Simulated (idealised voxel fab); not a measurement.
You're looking at the process module voxel fin reveal.
Shown is cross-section cut, with a width of 295 nm and square cells of size 5 nm.
Square cells in a grid make up a cross-section in this document, and the grid is given as bands, listed from the top down, each one or more rows of cells. Basically the band line says how high the top is and how high the bottom is, in nm, and then what's in it from left to right, every material with its width in nm. Empty space shows up as "empty", and if a single material carries "everywhere" it runs the full band edge to edge. Heights are measured from 0, the level below which the as-received wafer is all one material; the lowest band has no bottom and continues downward, written as in "0 down". A width given as "30 to 40" starts at the first number in the band's top row and ends at the second number in its bottom row, shifting by an equal amount at every step from row to row. "remains unaltered" for a step: no cell of the cross-section changed in that step. Fully enclosed voids: empty space of 8 cells or more with no open way to the top, each as width x height at its distance from the left edge, in nm. after a step's settings: what the simulator itself notes on the step. If you see "overlay nm" on a step's line and that step has a mask, it's telling you how far right of where it was planned the mask ended up; a negative number means it went left instead.

[Process steps foreseen in the plan]
1 RECEIVE with material Si
2 CONFORMAL_DEP with material SiN, thk nm 5
3 PATTERN with tone cover, mask id FINS, material resist, width nm 15, pitch nm 35, thk nm 15, overlay nm 0
4 DIRECTIONAL_ETCH with etch materials SiN, depth nm 5
5 DIRECTIONAL_ETCH with etch materials Si, depth nm 40
6 STRIP with etch materials resist
7 OXIDIZE with depth nm 5
8 FILL_DEP with material SiO2, thk nm 5
9 CMP with height nm 5
10 SELECTIVE_ETCH with etch materials SiO2, depth nm 20
11 STRIP with etch materials SiN
12 CONFORMAL_DEP with material SiO2, thk nm 5

[Cross-section of the incoming wafer, state after step 1]
	0 down | Si everywhere
	Fully enclosed voids: none

[First of two wafers at the end of the module, shown in cross-section; run carried out as planned]
	5 to 0 | empty: 120, SiO2: 15, empty: 20, SiO2: 15, empty: 125
	0 to -10 | empty: 120, SiO2: 5, Si: 5, SiO2: 5, empty: 20, SiO2: 5, Si: 5, SiO2: 5, empty: 125
	-10 to -45 | SiO2: 125, Si: 5, SiO2: 30, Si: 5, SiO2: 130
	-45 down | Si everywhere
	Fully enclosed voids: none

[Here is the second of the two wafers cut open at the end of the module - same start, same plan as the first one, but we made one mistake running it]
	5 to 0 | empty: 120, SiO2: 15, empty: 20, SiO2: 15, empty: 125
	0 to -20 | empty: 120, SiO2: 5, Si: 5, SiO2: 5, empty: 20, SiO2: 5, Si: 5, SiO2: 5, empty: 125
	-20 to -45 | SiO2: 125, Si: 5, SiO2: 30, Si: 5, SiO2: 130
	-45 down | Si everywhere
	Fully enclosed voids: none
What went wrong in running the wafer? step 10, actual vs plan mismatch, actual run SELECTIVE_ETCH with etch materials SiO2, depth nm 30
Wafer comparison, final, in cells, second relative to first, materials more or fewer: -106 SiO2
